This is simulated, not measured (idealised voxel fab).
process module | voxel wiring stack
cross-section cut | 240 nm wide | cells 5 nm
A cross-section is a grid of square cells, given in bands from the top down. A band is one or more rows of cells.
Each band's line starts with the height of the band's top and of its bottom, in nm. Then come its materials from left to right, each with its width in nm. One material with "throughout" fills the band from edge to edge. "air" is empty space.
Height 0 is the level under which the wafer as received is all one material. The lowest band goes on downwards, as in "0 down".
A width such as "30 to 40" changes by the same amount from each row of cells to the next, from the band's top row to its bottom row.
"no change" after a step means that no cell of the cross-section changed.
closed voids: empty space of 8 cells or more with no open way to the top, each as width x height at its distance from the left edge, in nm
after a step's settings: what the simulator itself notes on the step
overlay nm, on a step with a mask: how far to the right of its planned place the mask lay; to the left if negative
plan
1 op RECEIVE | material Si
2 op CONFORMAL_DEP | material SiO2 | thk nm 10
3 op CONFORMAL_DEP | material SiN | thk nm 5
4 op DIRECTIONAL_DEP | material lowk | thk nm 15
5 op DIRECTIONAL_DEP | material aC | thk nm 15
6 op PATTERN | tone open | mask id METAL_1 | material resist | width nm 30 | pitch nm 45 | thk nm 35 | overlay nm 0
7 op DIRECTIONAL_ETCH | etch materials aC | depth nm 15
8 op STRIP | etch materials resist
9 op DIRECTIONAL_ETCH | etch materials lowk | depth nm 15
10 op DIRECTIONAL_ETCH | etch materials SiN | depth nm 5
11 op STRIP | etch materials aC
12 op CONFORMAL_DEP | material TiN | thk nm 5
13 op FILL_DEP | material W | thk nm 10
14 op CMP | height nm 30
15 op EPI | material Ru | thk nm 5
16 op FILL_DEP | material SiCN | thk nm 5
17 op DIRECTIONAL_DEP | material SiO2 | thk nm 10
18 op DIRECTIONAL_DEP | material aC | thk nm 15
19 op PATTERN | tone open | mask id PLUG_1 | material resist | width nm 15 | pitch nm 45 | thk nm 30 | overlay nm 0
20 op DIRECTIONAL_ETCH | etch materials aC | depth nm 15
21 op STRIP | etch materials resist
22 op DIRECTIONAL_ETCH | etch materials SiO2 | depth nm 10
23 op DIRECTIONAL_ETCH | etch materials SiCN | depth nm 5
24 op STRIP | etch materials aC
25 op EPI | material Ru | thk nm 10
26 op EPI | material Ru | thk nm 5
27 op CONFORMAL_DEP | material SiN | thk nm 5
28 op DIRECTIONAL_DEP | material lowk | thk nm 25
29 op DIRECTIONAL_DEP | material aC | thk nm 10
30 op PATTERN | tone open | mask id METAL_2 | material resist | width nm 30 | pitch nm 45 | thk nm 25 | overlay nm 0
31 op DIRECTIONAL_ETCH | etch materials aC | depth nm 10
32 op STRIP | etch materials resist
33 op DIRECTIONAL_ETCH | etch materials lowk | depth nm 25
34 op DIRECTIONAL_ETCH | etch materials SiN | depth nm 5
35 op STRIP | etch materials aC
36 op CONFORMAL_DEP | material TiN | thk nm 5
37 op FILL_DEP | material W | thk nm 10
38 op CMP | height nm 80
39 op CONFORMAL_DEP | material SiCN | thk nm 5
first wafer, as planned
as received, after step 1
  0 down: Si throughout
  closed voids: none
after step 2
  10 to 0: SiO2 throughout
  below 0: unchanged
after step 3
  15 to 10: SiN throughout
  below 10: unchanged
after step 4
  30 to 15: lowk throughout
  below 15: unchanged
after step 5
  45 to 30: aC throughout
  below 30: unchanged
after step 6
  80 to 45: resist 80 | air 30 | resist 15 | air 30 | resist 85
  below 45: unchanged
after step 7
  65 to 45: resist 80 | air 30 | resist 15 | air 30 | resist 85
  45 to 30: aC 80 | air 30 | aC 15 | air 30 | aC 85
  below 30: unchanged
after step 8
  45 to 30: aC 80 | air 30 | aC 15 | air 30 | aC 85
  below 30: unchanged
after step 9
  45 to 30: aC 80 | air 30 | aC 15 | air 30 | aC 85
  30 to 15: lowk 80 | air 30 | lowk 15 | air 30 | lowk 85
  below 15: unchanged
after step 10
  45 to 30: aC 80 | air 30 | aC 15 | air 30 | aC 85
  30 to 15: lowk 80 | air 30 | lowk 15 | air 30 | lowk 85
  15 to 10: SiN 80 | air 30 | SiN 15 | air 30 | SiN 85
  below 10: unchanged
after step 11
  30 to 15: lowk 80 | air 30 | lowk 15 | air 30 | lowk 85
  below 15: unchanged
after step 12
  35 to 30: TiN 85 | air 20 | TiN 25 | air 20 | TiN 90
  30 to 15: lowk 80 | TiN 5 | air 20 | TiN 5 | lowk 15 | TiN 5 | air 20 | TiN 5 | lowk 85
  15 to 10: SiN 80 | TiN 30 | SiN 15 | TiN 30 | SiN 85
  below 10: unchanged
after step 13
  45 to 35: W throughout
  35 to 30: TiN 85 | W 20 | TiN 25 | W 20 | TiN 90
  30 to 15: lowk 80 | TiN 5 | W 20 | TiN 5 | lowk 15 | TiN 5 | W 20 | TiN 5 | lowk 85
  below 15: unchanged
after step 14
  30 to 15: lowk 80 | TiN 5 | W 20 | TiN 5 | lowk 15 | TiN 5 | W 20 | TiN 5 | lowk 85
  below 15: unchanged
after step 15
  35 to 30: air 75 | Ru 40 | air 5 | Ru 40 | air 80
  below 30: unchanged
after step 16
  40 to 35: SiCN throughout
  35 to 30: SiCN 75 | Ru 40 | SiCN 5 | Ru 40 | SiCN 80
  below 30: unchanged
after step 17
  50 to 40: SiO2 throughout
  below 40: unchanged
after step 18
  65 to 50: aC throughout
  below 50: unchanged
after step 19
  95 to 65: resist 80 | air 15 | resist 30 | air 15 | resist 100
  below 65: unchanged
after step 20
  80 to 65: resist 80 | air 15 | resist 30 | air 15 | resist 100
  65 to 50: aC 80 | air 15 | aC 30 | air 15 | aC 100
  below 50: unchanged
after step 21
  65 to 50: aC 80 | air 15 | aC 30 | air 15 | aC 100
  below 50: unchanged
after step 22
  65 to 50: aC 80 | air 15 | aC 30 | air 15 | aC 100
  50 to 40: SiO2 80 | air 15 | SiO2 30 | air 15 | SiO2 100
  below 40: unchanged
after step 23
  65 to 50: aC 80 | air 15 | aC 30 | air 15 | aC 100
  50 to 40: SiO2 80 | air 15 | SiO2 30 | air 15 | SiO2 100
  40 to 35: SiCN 80 | air 15 | SiCN 30 | air 15 | SiCN 100
  below 35: unchanged
after step 24
  50 to 40: SiO2 80 | air 15 | SiO2 30 | air 15 | SiO2 100
  below 40: unchanged
after step 25
  50 to 45: SiO2 80 | air 15 | SiO2 30 | air 15 | SiO2 100
  45 to 40: SiO2 80 | Ru 15 | SiO2 30 | Ru 15 | SiO2 100
  40 to 30: SiCN 80 to 75 | Ru 15 to 40 | SiCN 30 to 5 | Ru 15 to 40 | SiCN 100 to 80
  below 30: unchanged
after step 26
  50 to 40: SiO2 80 | Ru 15 | SiO2 30 | Ru 15 | SiO2 100
  below 40: unchanged
after step 27
  55 to 50: SiN throughout
  below 50: unchanged
after step 28
  80 to 55: lowk throughout
  below 55: unchanged
after step 29
  90 to 80: aC throughout
  below 80: unchanged
after step 30
  115 to 90: resist 80 | air 30 | resist 15 | air 30 | resist 85
  below 90: unchanged
after step 31
  105 to 90: resist 80 | air 30 | resist 15 | air 30 | resist 85
  90 to 80: aC 80 | air 30 | aC 15 | air 30 | aC 85
  below 80: unchanged
after step 32
  90 to 80: aC 80 | air 30 | aC 15 | air 30 | aC 85
  below 80: unchanged
after step 33
  90 to 80: aC 80 | air 30 | aC 15 | air 30 | aC 85
  80 to 55: lowk 80 | air 30 | lowk 15 | air 30 | lowk 85
  below 55: unchanged
after step 34
  90 to 80: aC 80 | air 30 | aC 15 | air 30 | aC 85
  80 to 55: lowk 80 | air 30 | lowk 15 | air 30 | lowk 85
  55 to 50: SiN 80 | air 30 | SiN 15 | air 30 | SiN 85
  below 50: unchanged
after step 35
  80 to 55: lowk 80 | air 30 | lowk 15 | air 30 | lowk 85
  below 55: unchanged
after step 36
  85 to 80: TiN 85 | air 20 | TiN 25 | air 20 | TiN 90
  80 to 55: lowk 80 | TiN 5 | air 20 | TiN 5 | lowk 15 | TiN 5 | air 20 | TiN 5 | lowk 85
  55 to 50: SiN 80 | TiN 30 | SiN 15 | TiN 30 | SiN 85
  below 50: unchanged
after step 37
  95 to 85: W throughout
  85 to 80: TiN 85 | W 20 | TiN 25 | W 20 | TiN 90
  80 to 55: lowk 80 | TiN 5 | W 20 | TiN 5 | lowk 15 | TiN 5 | W 20 | TiN 5 | lowk 85
  below 55: unchanged
after step 38
  80 to 55: lowk 80 | TiN 5 | W 20 | TiN 5 | lowk 15 | TiN 5 | W 20 | TiN 5 | lowk 85
  below 55: unchanged
after step 39
  85 to 80: SiCN throughout
  below 80: unchanged
second wafer: like start, like plan, one mistake. Through step 29 it matches the first wafer
when step 30 should have ended
  115 to 90: air 80 | resist 30 | air 15 | resist 30 | air 85
  below 90: unchanged
when step 31 should have ended
  105 to 90: air 80 | resist 30 | air 15 | resist 30 | air 85
  90 to 80: air 80 | aC 30 | air 15 | aC 30 | air 85
  below 80: unchanged
when step 32 should have ended
  90 to 80: air 80 | aC 30 | air 15 | aC 30 | air 85
  below 80: unchanged
when step 33 should have ended
  90 to 80: air 80 | aC 30 | air 15 | aC 30 | air 85
  80 to 55: air 80 | lowk 30 | air 15 | lowk 30 | air 85
  below 55: unchanged
when step 34 should have ended
  90 to 80: air 80 | aC 30 | air 15 | aC 30 | air 85
  80 to 55: air 80 | lowk 30 | air 15 | lowk 30 | air 85
  55 to 50: air 80 | SiN 30 | air 15 | SiN 30 | air 85
  below 50: unchanged
when step 35 should have ended
  80 to 55: air 80 | lowk 30 | air 15 | lowk 30 | air 85
  below 55: unchanged
when step 36 should have ended
  85 to 80: air 75 | TiN 40 | air 5 | TiN 40 | air 80
  80 to 55: air 75 | TiN 5 | lowk 30 | TiN 5 | air 5 | TiN 5 | lowk 30 | TiN 5 | air 80
  55 to 50: TiN 80 | SiN 30 | TiN 15 | SiN 30 | TiN 85
  below 50: unchanged
when step 37 should have ended
  95 to 85: W throughout
  85 to 80: W 75 | TiN 40 | W 5 | TiN 40 | W 80
  80 to 55: W 75 | TiN 5 | lowk 30 | TiN 5 | W 5 | TiN 5 | lowk 30 | TiN 5 | W 80
  below 55: unchanged
when step 38 should have ended
  80 to 55: W 75 | TiN 5 | lowk 30 | TiN 5 | W 5 | TiN 5 | lowk 30 | TiN 5 | W 80
  below 55: unchanged
when step 39 should have ended
  85 to 80: SiCN throughout
  below 80: unchanged
what went wrong: step 30 ran as: op PATTERN | tone cover | mask id METAL_2 | material resist | width nm 30 | pitch nm 45 | thk nm 25 | overlay nm 0
at the end the second wafer has, in cells: 24 fewer of SiN | 24 more of TiN | 120 more of W | 120 fewer of lowk
